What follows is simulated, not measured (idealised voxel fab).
Module name: voxel self aligned vias (process module)
The figure presents cross-section cut, which has a width of 180 nm and is divided into square cells with an edge length of 5 nm.
Format of a cross-section: grid, square cells. Given as bands. Order: top down. Band: one or more rows of cells.
For a band, the entry starts with two heights in nm, that of the top and then that of the bottom, and carries on with the band's materials in order from left to right, each alongside its width in nm; the word "all across" beside a single material means it fills the band edge to edge, and "empty" means empty space.
Note: height 0 marks the level under which the wafer is uniformly one material as received. Lowest band unbounded below, written "0 down".
Per-row width for "30 to 40": begins at first number (top row of band), ends at second number (bottom row), increment between rows held constant.
"nothing different" means the step left every cell of the cross-section as it was.
The list in "closed voids" covers empty spaces of 8 cells or more that cannot reach the top through any open way, and it gives each as width x height at distance; the distance is from the left edge, and width, height and distance are in nm.
On a step's line, text after the settings is the simulator commenting on that step.
Among the settings permitted on a step's line is "overlay nm"; applied to a step with a mask, it specifies the extent to which the mask lay to the right of its planned position, whereas a negative figure signifies a position to the left.

Below is the list of planned process steps:
1 RECEIVE: material Si
2 CONFORMAL_DEP: material SiO2, thk nm 10
3 CONFORMAL_DEP: material SiCN, thk nm 5
4 DIRECTIONAL_DEP: material lowk, thk nm 20
5 MASKED_ETCH: tone open, mask id LINES, width nm 25, pitch nm 65, etch materials lowk, depth nm 20, overlay nm 0
6 CONFORMAL_DEP: material TiN, thk nm 5
7 FILL_DEP: material W, thk nm 5
8 CMP: height nm 35
9 SELECTIVE_ETCH: etch materials W Ru TiN, depth nm 10
10 FILL_DEP: material SiN, thk nm 5
11 CMP: height nm 35
12 DIRECTIONAL_DEP: material lowk, thk nm 15
13 MASKED_ETCH: tone open, mask id VIAS, width nm 35, etch materials lowk, depth nm 15, overlay nm 0
14 MASKED_ETCH: tone open, mask id VIAS, width nm 35, etch materials SiN, depth nm 10, overlay nm 0
15 CONFORMAL_DEP: material TiN, thk nm 5
16 FILL_DEP: material W, thk nm 5
17 CMP: height nm 50
18 CONFORMAL_DEP: material SiN, thk nm 5

First wafer out of two, processed as planned:

Cross-sectional view of the wafer in its as-received condition, corresponding to the state after step 1:
0 down = Si all across
closed voids: none

After step 2, in cross-section:
10 to 0 = SiO2 all across
Nothing below the height 0 has changed.

After step 3, in cross-section:
15 to 10 = SiCN all across
Nothing below the height 10 has changed.

After step 4, in cross-section:
35 to 15 = lowk all across
Nothing below the height 15 has changed.

After step 5, in cross-section:
35 to 15 = lowk 45, empty 25, lowk 40, empty 25, lowk 45
Nothing below the height 15 has changed.

After step 6, in cross-section:
40 to 35 = TiN 50, empty 15, TiN 50, empty 15, TiN 50
35 to 20 = lowk 45, TiN 5, empty 15, TiN 5, lowk 40, TiN 5, empty 15, TiN 5, lowk 45
20 to 15 = lowk 45, TiN 25, lowk 40, TiN 25, lowk 45
Nothing below the height 15 has changed.

After step 7, in cross-section:
45 to 40 = W all across
40 to 35 = TiN 50, W 15, TiN 50, W 15, TiN 50
35 to 20 = lowk 45, TiN 5, W 15, TiN 5, lowk 40, TiN 5, W 15, TiN 5, lowk 45
Nothing below the height 20 has changed.

After step 8, in cross-section:
35 to 20 = lowk 45, TiN 5, W 15, TiN 5, lowk 40, TiN 5, W 15, TiN 5, lowk 45
Nothing below the height 20 has changed.

After step 9, in cross-section:
35 to 25 = lowk 45, empty 25, lowk 40, empty 25, lowk 45
Nothing below the height 25 has changed.

After step 10, in cross-section:
40 to 35 = SiN all across
35 to 25 = lowk 45, SiN 25, lowk 40, SiN 25, lowk 45
Nothing below the height 25 has changed.

After step 11, in cross-section:
35 to 25 = lowk 45, SiN 25, lowk 40, SiN 25, lowk 45
Nothing below the height 25 has changed.

After step 12, in cross-section:
50 to 35 = lowk all across
Nothing below the height 35 has changed.

After step 13, in cross-section:
50 to 35 = lowk 40, empty 35, lowk 105
Nothing below the height 35 has changed.

After step 14, in cross-section:
50 to 35 = lowk 40, empty 35, lowk 105
35 to 25 = lowk 45, empty 25, lowk 40, SiN 25, lowk 45
Nothing below the height 25 has changed.

After step 15, in cross-section:
55 to 50 = TiN 45, empty 25, TiN 110
50 to 40 = lowk 40, TiN 5, empty 25, TiN 5, lowk 105
40 to 35 = lowk 40, TiN 10, empty 15, TiN 10, lowk 105
35 to 30 = lowk 45, TiN 5, empty 15, TiN 5, lowk 40, SiN 25, lowk 45
30 to 25 = lowk 45, TiN 25, lowk 40, SiN 25, lowk 45
Nothing below the height 25 has changed.

After step 16, in cross-section:
60 to 55 = W all across
55 to 50 = TiN 45, W 25, TiN 110
50 to 40 = lowk 40, TiN 5, W 25, TiN 5, lowk 105
40 to 35 = lowk 40, TiN 10, W 15, TiN 10, lowk 105
35 to 30 = lowk 45, TiN 5, W 15, TiN 5, lowk 40, SiN 25, lowk 45
Nothing below the height 30 has changed.

After step 17, in cross-section:
50 to 40 = lowk 40, TiN 5, W 25, TiN 5, lowk 105
Nothing below the height 40 has changed.

After step 18, in cross-section:
55 to 50 = SiN all across
Nothing below the height 50 has changed.

Regarding the second of the two wafers: it shared the first wafer's starting condition and process plan, yet one error occurred during its execution. Its history coincides with that of the first wafer up to and including step 11:

Second wafer cross-section, taken as of the time the plan sets for step 12 to be done:
35 to 25 = lowk 40, empty 5, SiN 25, empty 5, lowk 35, SiN 25, lowk 45
25 to 20 = lowk 40, empty 5, TiN 5, W 15, TiN 5, empty 5, lowk 35, TiN 5, W 15, TiN 5, lowk 45
Nothing below the height 20 has changed.

Second wafer cross-section, taken as of the time the plan sets for step 13 to be done:
50 to 35 = lowk 40, empty 5, lowk 25, empty 5, lowk 105
35 to 25 = lowk 45, SiN 25, lowk 40, SiN 25, lowk 45
25 to 20 = lowk 45, TiN 5, W 15, TiN 5, lowk 40, TiN 5, W 15, TiN 5, lowk 45
Nothing below the height 20 has changed.

Second wafer cross-section, taken as of the time the plan sets for step 14 to be done: nothing different

Second wafer cross-section, taken as of the time the plan sets for step 15 to be done:
55 to 50 = TiN all across
50 to 35 = lowk 40, TiN 5, lowk 25, TiN 5, lowk 105
Nothing below the height 35 has changed.

Second wafer cross-section, taken as of the time the plan sets for step 16 to be done:
60 to 55 = W all across
Nothing below the height 55 has changed.

Second wafer cross-section, taken as of the time the plan sets for step 17 to be done:
50 to 35 = lowk 40, TiN 5, lowk 25, TiN 5, lowk 105
Nothing below the height 35 has changed.

Second wafer cross-section, taken as of the time the plan sets for step 18 to be done:
55 to 50 = SiN all across
Nothing below the height 50 has changed.
Heads up, the wafer didn't run the way we planned it: ran 12 and 13 in swapped order versus the plan
Cell-count delta at end, second wafer over first, by material: +10 SiN | -9 TiN | -16 W | +15 lowk
